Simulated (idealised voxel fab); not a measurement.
process module | voxel released beams
cross-section cut | 275 nm wide | cells 5 nm
A cross-section is a grid of square cells, given in bands from the top down. A band is one or more rows of cells.
Each band's line starts with the height of the band's top and of its bottom, in nm. Then come its materials from left to right, each with its width in nm. One material with "throughout" fills the band from edge to edge. "air" is empty space.
Height 0 is the level under which the wafer as received is all one material. The lowest band goes on downwards, as in "0 down".
A width such as "30 to 40" changes by the same amount from each row of cells to the next, from the band's top row to its bottom row.
"no change" after a step means that no cell of the cross-section changed.
closed voids: empty space of 8 cells or more with no open way to the top, each as width x height at its distance from the left edge, in nm
after a step's settings: what the simulator itself notes on the step
overlay nm, on a step with a mask: how far to the right of its planned place the mask lay; to the left if negative
plan
1 op RECEIVE | material Si
2 op CONFORMAL_DEP | material SiN | thk nm 5
3 op DIRECTIONAL_DEP | material SiO2 | thk nm 15
4 op DIRECTIONAL_DEP | material aC | thk nm 15
5 op PATTERN | tone open | mask id ANCHOR | material resist | width nm 35 | thk nm 35 | overlay nm 0
6 op DIRECTIONAL_ETCH | etch materials aC | depth nm 15
7 op STRIP | etch materials resist
8 op DIRECTIONAL_ETCH | etch materials SiO2 | depth nm 15
9 op STRIP | etch materials aC
10 op CONFORMAL_DEP | material W | thk nm 15
11 op MASKED_ETCH | tone cover | mask id BEAM | width nm 90 | etch materials W | depth nm 15 | overlay nm 0
12 op STRIP | etch materials SiO2
as received, after step 1
  0 down: Si throughout
  closed voids: none
a wafer at the end: this start, this plan, one mistake
  45 to 30: air 90 | W 90 | air 95
  30 to 20: W throughout
  20 to 5: SiO2 95 | W 35 | SiO2 145
  5 to 0: SiN throughout
  0 down: Si throughout
  closed voids: none
what went wrong: step 10 ran as: op CONFORMAL_DEP | material W | thk nm 25
